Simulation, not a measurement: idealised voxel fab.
Name of the process module below: voxel self aligned vias
In the cross-section labelled cut, the width is 240 nm and each square cell is 5 nm.
Cross-section = grid of square cells, listed top down in bands; band = one or more rows.
Band: top and bottom heights (nm) first, top before bottom; then materials from left to right, widths in nm. "full width" marks a sole material filling the band edge to edge. "blank" denotes empty space.
All heights in this document are referenced to 0, defined as the level beneath which the wafer, as received, consists entirely of one material. The lowest band is not bounded below; it extends indefinitely downward and is written in the form "0 nm and below".
Width spec "30..40" -> top row of cells at first value, bottom row at second value, equal per-row change in between.
For the purposes of this document, the phrase "no alterations made" attached to a step denotes that no cell within the cross-section was modified by that step.
Each empty space that has no open way to the top and spans at least 8 cells appears under "Enclosed cavity list" as width x height at distance, the distance counted from the left edge, all in nm.
That trailing text on a step's line, after the settings, is the simulator's own remark on the step.
The optional step-line setting "overlay nm" applies to steps with a mask and quantifies how far to the right of its planned location the mask lay, a negative value indicating leftward placement.
[Planned process steps]
| 1 | RECEIVE: material Si |
| 2 | CONFORMAL_DEP: material SiO2, thk nm 15 |
| 3 | CONFORMAL_DEP: material SiCN, thk nm 5 |
| 4 | DIRECTIONAL_DEP: material SiO2, thk nm 25 |
| 5 | MASKED_ETCH: tone open, mask id LINES, width nm 30, pitch nm 55, etch materials SiO2, depth nm 25, overlay nm 0 |
| 6 | CONFORMAL_DEP: material TiN, thk nm 5 |
| 7 | FILL_DEP: material W, thk nm 10 |
| 8 | CMP: height nm 35 |
| 9 | SELECTIVE_ETCH: etch materials W Ru TiN, depth nm 5 |
| 10 | FILL_DEP: material SiN, thk nm 10 |
| 11 | CMP: height nm 45 |
| 12 | DIRECTIONAL_DEP: material SiO2, thk nm 20 |
| 13 | MASKED_ETCH: tone open, mask id VIAS, width nm 40, pitch nm 55, etch materials SiO2, depth nm 20, overlay nm 0 |
| 14 | MASKED_ETCH: tone open, mask id VIAS, width nm 40, pitch nm 55, etch materials SiN, depth nm 5, overlay nm 0 |
| 15 | CONFORMAL_DEP: material TiN, thk nm 5 |
| 16 | FILL_DEP: material W, thk nm 10 |
| 17 | CMP: height nm 65 |
| 18 | CONFORMAL_DEP: material SiCN, thk nm 5 |
The plan shows the height nm of step 8 as the first wafer had it; this setting differs between the wafers, which start out alike.
[First of several wafers, received after step 1, in cross-section]
0 nm and below | Si full width
Enclosed cavity list: none
[Below is a per-wafer table. In it, each row describes the wafer at the end of the module by giving, for each material, the number of cells gained (+) or lost (-) since the wafer was received, and after that the closed voids of the wafer]
height nm 35, +96 SiCN, +92 SiN, +380 SiO2, +48 TiN, +56 W, Enclosed cavity list: none
height nm 40, +96 SiCN, +44 SiN, +416 SiO2, +52 TiN, +64 W, Enclosed cavity list: none
height nm 45, +96 SiCN, +452 SiO2, +56 TiN, +68 W, Enclosed cavity list: none
height nm 50, +96 SiCN, +452 SiO2, +56 TiN, +68 W, Enclosed cavity list: none
height nm 55, +96 SiCN, +452 SiO2, +56 TiN, +68 W, Enclosed cavity list: none
height nm 60, +96 SiCN, +452 SiO2, +56 TiN, +68 W, Enclosed cavity list: none
